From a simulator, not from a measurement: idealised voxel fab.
Process module in this document: voxel released beams
Cross-section cut spans 245 nm and uses square cells 5 nm in size.
This document writes a cross-section as a grid whose cells are square, and gives it as bands, listed from the top down; one or more rows of cells form a band. For a band, the entry starts with two heights in nm, that of the top and then that of the bottom, and carries on with the band's materials in order from left to right, each alongside its width in nm; the word "full width" beside a single material means it fills the band edge to edge, and "blank" means empty space. Heights are expressed relative to 0, this being the level below which the as-received wafer comprises one material exclusively. The lowest band is unbounded in the downward direction and is denoted as in "0 and below". Width spec "30..40" -> top row of cells at first value, bottom row at second value, equal per-row change in between. Reading "nothing different" for a step: not a cell of the cross-section changed in it. Each empty space that has no open way to the top and spans at least 8 cells appears under "Voids, sealed" as width x height at distance, the distance counted from the left edge, all in nm. The remark found on a step's line after its settings is issued by the simulator itself and pertains to that step. What "overlay nm" on a step's line means: if the step has a mask, that mask lay this far to the right of its planned place, or, when the value is negative, to the left.

[plan]
1 RECEIVE,material Si
2 CONFORMAL_DEP,material SiN,thk nm 10
3 DIRECTIONAL_DEP,material SiO2,thk nm 15
4 MASKED_ETCH,tone open,mask id ANCHOR,width nm 35,etch materials SiO2,depth nm 15,overlay nm 0
5 CONFORMAL_DEP,material W,thk nm 10
6 MASKED_ETCH,tone cover,mask id BEAM,width nm 85,etch materials W,depth nm 10,overlay nm 0
7 STRIP,etch materials SiO2

[The first of the two wafers, which ran as planned]

[Delivered wafer in cross-section: state after step 1]
0 and below = Si full width
Voids, sealed: none

[Cross-sectional representation of the wafer at the conclusion of step 2]
10 down to 0 = SiN full width
Nothing below the height 0 has changed.

[Cross-sectional representation of the wafer at the conclusion of step 3]
25 down to 10 = SiO2 full width
Nothing below the height 10 has changed.

[Cross-sectional representation of the wafer at the conclusion of step 4]
25 down to 10 = 80 nm SiO2, then 35 nm blank, then 130 nm SiO2
Nothing below the height 10 has changed.

[Cross-sectional representation of the wafer at the conclusion of step 5]
35 down to 25 = 90 nm W, then 15 nm blank, then 140 nm W
25 down to 20 = 80 nm SiO2, then 10 nm W, then 15 nm blank, then 10 nm W, then 130 nm SiO2
20 down to 10 = 80 nm SiO2, then 35 nm W, then 130 nm SiO2
Nothing below the height 10 has changed.

[Cross-sectional representation of the wafer at the conclusion of step 6]
35 down to 25 = 75 nm blank, then 15 nm W, then 15 nm blank, then 55 nm W, then 85 nm blank
Nothing below the height 25 has changed.

[Cross-sectional representation of the wafer at the conclusion of step 7]
35 down to 25 = 75 nm blank, then 15 nm W, then 15 nm blank, then 55 nm W, then 85 nm blank
25 down to 20 = 80 nm blank, then 10 nm W, then 15 nm blank, then 10 nm W, then 130 nm blank
20 down to 10 = 80 nm blank, then 35 nm W, then 130 nm blank
Nothing below the height 10 has changed.

[Second Wafer (Identical Start and Plan, One Processing Error; Matches First Wafer Through Step 6)]

[Cross-sectional view of the second wafer at the intended end time of process step 7]
25 down to 10 = 80 nm SiO2, then 35 nm blank, then 130 nm SiO2
Nothing below the height 10 has changed.
Misprocessing identified: step 7 was not run as planned; what actually ran was STRIP,etch materials W
At the finish, the second wafer shows more or fewer cells for some materials than the first does: +126 SiO2, -46 W
